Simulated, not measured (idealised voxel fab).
process module | voxel transistor to metal
cross-section cut | 155 nm wide | cells 5 nm
A cross-section is a grid of square cells, given in bands from the top down. A band is one or more rows of cells.
Each band's line starts with the height of the band's top and of its bottom, in nm. Then come its materials from left to right, each with its width in nm. One material with "throughout" fills the band from edge to edge. "air" is empty space.
Height 0 is the level under which the wafer as received is all one material. The lowest band goes on downwards, as in "0 down".
A width such as "30 to 40" changes by the same amount from each row of cells to the next, from the band's top row to its bottom row.
"no change" after a step means that no cell of the cross-section changed.
closed voids: empty space of 8 cells or more with no open way to the top, each as width x height at its distance from the left edge, in nm
after a step's settings: what the simulator itself notes on the step
overlay nm, on a step with a mask: how far to the right of its planned place the mask lay; to the left if negative
plan
1 op RECEIVE | material Si
2 op OXIDIZE | depth nm 5
3 op CONFORMAL_DEP | material SiN | thk nm 10
4 op PATTERN | tone cover | mask id ACTIVE | material resist | width nm 100 | thk nm 20 | overlay nm -10
5 op DIRECTIONAL_ETCH | etch materials SiN | depth nm 10
6 op DIRECTIONAL_ETCH | etch materials SiO2 | depth nm 5
7 op DIRECTIONAL_ETCH | etch materials Si | depth nm 20
8 op STRIP | etch materials resist
9 op OXIDIZE | depth nm 5
10 op FILL_DEP | material SiO2 | thk nm 5
11 op CMP | height nm 10
12 op SELECTIVE_ETCH | etch materials SiO2 | depth nm 10
13 op STRIP | etch materials SiN
14 op SELECTIVE_ETCH | etch materials SiO2 | depth nm 5
15 op OXIDIZE | depth nm 5
16 op DIRECTIONAL_DEP | material polySi | thk nm 20
17 op DIRECTIONAL_DEP | material SiCN | thk nm 10
18 op PATTERN | tone cover | mask id GATE | material resist | width nm 20 | thk nm 20 | overlay nm 0
19 op DIRECTIONAL_ETCH | etch materials SiCN | depth nm 20
20 op DIRECTIONAL_ETCH | etch materials polySi | depth nm 30
21 op STRIP | etch materials resist
22 op CONFORMAL_DEP | material SiN | thk nm 5
23 op DIRECTIONAL_ETCH | etch materials SiN | depth nm 5
24 op DIRECTIONAL_ETCH | etch materials SiO2 | depth nm 5
25 op DIRECTIONAL_ETCH | etch materials Si | depth nm 5
26 op EPI | material pSi | thk nm 5
27 op FILL_DEP | material SiO2 | thk nm 10
28 op CMP | height nm 25
29 op DIRECTIONAL_DEP | material SiO2 | thk nm 15
30 op PATTERN | tone open | mask id CONTACT | material resist | width nm 30 | pitch nm 60 | thk nm 15 | overlay nm 0
31 op DIRECTIONAL_ETCH | etch materials SiO2 | depth nm 50
32 op STRIP | etch materials resist
33 op CONFORMAL_DEP | material TiN | thk nm 5
34 op FILL_DEP | material Ru | thk nm 10
35 op CMP | height nm 40
36 op CONFORMAL_DEP | material SiCN | thk nm 5
37 op DIRECTIONAL_DEP | material SiO2 | thk nm 20
38 op DIRECTIONAL_DEP | material aC | thk nm 10
39 op PATTERN | tone open | mask id METAL_1 | material resist | width nm 20 | pitch nm 70 | thk nm 25 | overlay nm 0
40 op DIRECTIONAL_ETCH | etch materials aC | depth nm 10
41 op STRIP | etch materials resist
42 op DIRECTIONAL_ETCH | etch materials SiO2 | depth nm 20
43 op DIRECTIONAL_ETCH | etch materials SiCN | depth nm 5
44 op STRIP | etch materials aC
45 op CONFORMAL_DEP | material TiN | thk nm 5
46 op FILL_DEP | material Ru | thk nm 10
47 op CMP | height nm 65
48 op EPI | material Ru | thk nm 5
49 op FILL_DEP | material SiCN | thk nm 5
50 op DIRECTIONAL_DEP | material lowk | thk nm 30
51 op MASKED_ETCH | tone open | mask id METAL_2 | width nm 20 | pitch nm 70 | etch materials lowk | depth nm 15 | overlay nm 0
52 op MASKED_ETCH | tone open | mask id METAL_2_HOLES | width nm 15 | pitch nm 70 | etch materials lowk | depth nm 15 | overlay nm 0
53 op MASKED_ETCH | tone open | mask id METAL_2_HOLES | width nm 15 | pitch nm 70 | etch materials SiCN | depth nm 5 | overlay nm 0
54 op CONFORMAL_DEP | material TiN | thk nm 5
55 op FILL_DEP | material Ru | thk nm 10
56 op CMP | height nm 105
57 op CONFORMAL_DEP | material SiN | thk nm 5
varied across the wafers: overlay nm of step 4. The plan shows the first wafer's value. All wafers start alike
first wafer as received, after step 1
  0 down: Si throughout
  closed voids: none
first wafer at the end, after step 57
  110 to 105: SiN throughout
  105 to 95: lowk 30 | TiN 5 | Ru 10 | TiN 5 | lowk 50 | TiN 5 | Ru 10 | TiN 5 | lowk 35
  95 to 90: lowk 30 | TiN 5 | Ru 5 | TiN 10 | lowk 50 | TiN 5 | Ru 5 | TiN 10 | lowk 35
  90 to 75: lowk 30 | TiN 5 | Ru 5 | TiN 5 | lowk 55 | TiN 5 | Ru 5 | TiN 5 | lowk 40
  75 to 70: SiCN 30 | TiN 15 | SiCN 55 | TiN 15 | SiCN 40
  70 to 65: SiCN 25 | Ru 30 | SiCN 40 | Ru 30 | SiCN 30
  65 to 45: SiO2 30 | TiN 5 | Ru 10 | TiN 5 | SiO2 50 | TiN 5 | Ru 10 | TiN 5 | SiO2 35
  45 to 40: SiCN 30 | TiN 20 | SiCN 50 | TiN 20 | SiCN 35
  40 to 25: SiO2 30 | TiN 5 | Ru 20 | TiN 5 | SiO2 30 | TiN 5 | Ru 20 | TiN 5 | SiO2 35
  25 to 15: SiO2 30 | TiN 5 | Ru 20 | TiN 5 | SiN 5 | SiCN 20 | SiN 5 | TiN 5 | Ru 20 | TiN 5 | SiO2 35
  15 to 0: SiO2 30 | TiN 5 | Ru 20 | TiN 5 | SiN 5 | polySi 20 | SiN 5 | TiN 5 | Ru 20 | TiN 5 | SiO2 35
  0 to -5: SiO2 30 | TiN 5 | Ru 15 | TiN 10 | SiN 5 | polySi 20 | SiN 5 | TiN 10 | Ru 15 | TiN 5 | SiO2 35
  -5 to -10: SiO2 30 | TiN 25 | pSi 5 | SiO2 30 | pSi 5 | TiN 25 | SiO2 35
  -10 to -15: SiO2 20 | pSi 40 | Si 30 | pSi 20 | SiO2 45
  -15 to -30: SiO2 20 | Si 90 | SiO2 45
  -30 down: Si throughout
  closed voids: none
last wafer at the end
  110 to 105: SiN throughout
  105 to 95: lowk 30 | TiN 5 | Ru 10 | TiN 5 | lowk 50 | TiN 5 | Ru 10 | TiN 5 | lowk 35
  95 to 90: lowk 30 | TiN 5 | Ru 5 | TiN 10 | lowk 50 | TiN 5 | Ru 5 | TiN 10 | lowk 35
  90 to 75: lowk 30 | TiN 5 | Ru 5 | TiN 5 | lowk 55 | TiN 5 | Ru 5 | TiN 5 | lowk 40
  75 to 70: SiCN 30 | TiN 15 | SiCN 55 | TiN 15 | SiCN 40
  70 to 65: SiCN 25 | Ru 30 | SiCN 40 | Ru 30 | SiCN 30
  65 to 45: SiO2 30 | TiN 5 | Ru 10 | TiN 5 | SiO2 50 | TiN 5 | Ru 10 | TiN 5 | SiO2 35
  45 to 40: SiCN 30 | TiN 20 | SiCN 50 | TiN 20 | SiCN 35
  40 to 25: SiO2 30 | TiN 5 | Ru 20 | TiN 5 | SiO2 30 | TiN 5 | Ru 20 | TiN 5 | SiO2 35
  25 to 15: SiO2 30 | TiN 5 | Ru 20 | TiN 5 | SiN 5 | SiCN 20 | SiN 5 | TiN 5 | Ru 20 | TiN 5 | SiO2 35
  15 to 0: SiO2 30 | TiN 5 | Ru 20 | TiN 5 | SiN 5 | polySi 20 | SiN 5 | TiN 5 | Ru 20 | TiN 5 | SiO2 35
  0 to -5: SiO2 30 | TiN 5 | Ru 15 | TiN 10 | SiN 5 | polySi 20 | SiN 5 | TiN 10 | Ru 15 | TiN 5 | SiO2 35
  -5 to -10: SiO2 30 | TiN 25 | pSi 5 | SiO2 30 | pSi 5 | TiN 25 | SiO2 35
  -10 to -15: SiO2 45 | pSi 15 | Si 30 | pSi 45 | SiO2 20
  -15 to -30: SiO2 45 | Si 90 | SiO2 20
  -30 down: Si throughout
  closed voids: none
each wafer at the end: cells of each material gained (+) or lost (-) since it was received, then its closed voids
overlay nm -10 | +114 Ru | -126 Si | +75 SiCN | +43 SiN | +298 SiO2 | +104 TiN | +144 lowk | +14 pSi | +16 polySi | closed voids: none
overlay nm -5 | +114 Ru | -126 Si | +75 SiCN | +43 SiN | +298 SiO2 | +104 TiN | +144 lowk | +14 pSi | +16 polySi | closed voids: none
overlay nm 0 | +114 Ru | -126 Si | +75 SiCN | +43 SiN | +298 SiO2 | +104 TiN | +144 lowk | +14 pSi | +16 polySi | closed voids: none
overlay nm 5 | +114 Ru | -126 Si | +75 SiCN | +43 SiN | +298 SiO2 | +104 TiN | +144 lowk | +14 pSi | +16 polySi | closed voids: none
overlay nm 10 | +114 Ru | -126 Si | +75 SiCN | +43 SiN | +298 SiO2 | +104 TiN | +144 lowk | +14 pSi | +16 polySi | closed voids: none
overlay nm 15 | +114 Ru | -126 Si | +75 SiCN | +43 SiN | +298 SiO2 | +104 TiN | +144 lowk | +14 pSi | +16 polySi | closed voids: none
